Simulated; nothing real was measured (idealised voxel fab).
The following is a process module called voxel released beams.
We display cut, a cross-section 160 nm in width whose square cells are each 5 nm.
A cross-section in this document is a grid of square cells, and it is written down as bands, the top band listed before the ones below it; a band is made up of one or more rows of cells. For a band, the entry starts with two heights in nm, that of the top and then that of the bottom, and carries on with the band's materials in order from left to right, each alongside its width in nm; the word "all across" beside a single material means it fills the band edge to edge, and "air" means empty space. Where do heights start? At 0: under that level the wafer as delivered is made of one material only. And the lowest band has no floor; it just carries on downward, as in "z 0 and below". A width given as "30 to 40" starts at the first number in the band's top row and ends at the second number in its bottom row, shifting by an equal amount at every step from row to row. "no alteration", as given for a step, is the statement that not any cell of the cross-section underwent a change during that step. Entry "Internal closed voids". Content: empty spaces with no open connection to the top, size 8 cells or greater. Each: width x height at distance. Distance: from left edge. Unit: nm. That trailing text on a step's line, after the settings, is the simulator's own remark on the step. If you see "overlay nm" on a step's line and that step has a mask, it's telling you how far right of where it was planned the mask ended up; a negative number means it went left instead.

Steps in the process plan:
1 RECEIVE, material Si
2 CONFORMAL_DEP, material SiN, thk nm 5
3 DIRECTIONAL_DEP, material SiO2, thk nm 15
4 DIRECTIONAL_DEP, material aC, thk nm 15
5 PATTERN, tone open, mask id ANCHOR, material resist, width nm 35, thk nm 35, overlay nm 0
6 DIRECTIONAL_ETCH, etch materials aC, depth nm 15
7 STRIP, etch materials resist
8 DIRECTIONAL_ETCH, etch materials SiO2, depth nm 15
9 STRIP, etch materials aC
10 CONFORMAL_DEP, material W, thk nm 15
11 PATTERN, tone cover, mask id BEAM, material resist, width nm 110, thk nm 15, overlay nm 0
12 DIRECTIONAL_ETCH, etch materials W, depth nm 15
13 STRIP, etch materials resist
14 STRIP, etch materials SiO2

Cross-section of the wafer upon arrival, representing the state reached after step 1:
  z 0 and below: Si all across
  Internal closed voids: none

First wafer of two, sectioned at end of module; run went per plan:
  z 35 to 20: air 20, W 20, air 5, W 85, air 30
  z 20 to 5: air 25, W 35, air 100
  z 5 to 0: SiN all across
  z 0 and below: Si all across
  Internal closed voids: none

Module end: cross-section of wafer two of two. Same start and process plan as the first wafer. One mistake during execution:
  z 50 to 35: air 20, W 110, air 30
  z 35 to 20: W all across
  z 20 to 5: SiO2 25, W 35, SiO2 100
  z 5 to 0: SiN all across
  z 0 and below: Si all across
  Internal closed voids: none
What was done differently from what was planned? it should be noted that step 10 of the plan was executed twice
Heads up, by the end the second wafer has more or fewer cells of some materials compared to the first: SiO2: 75 more | W: 99 more
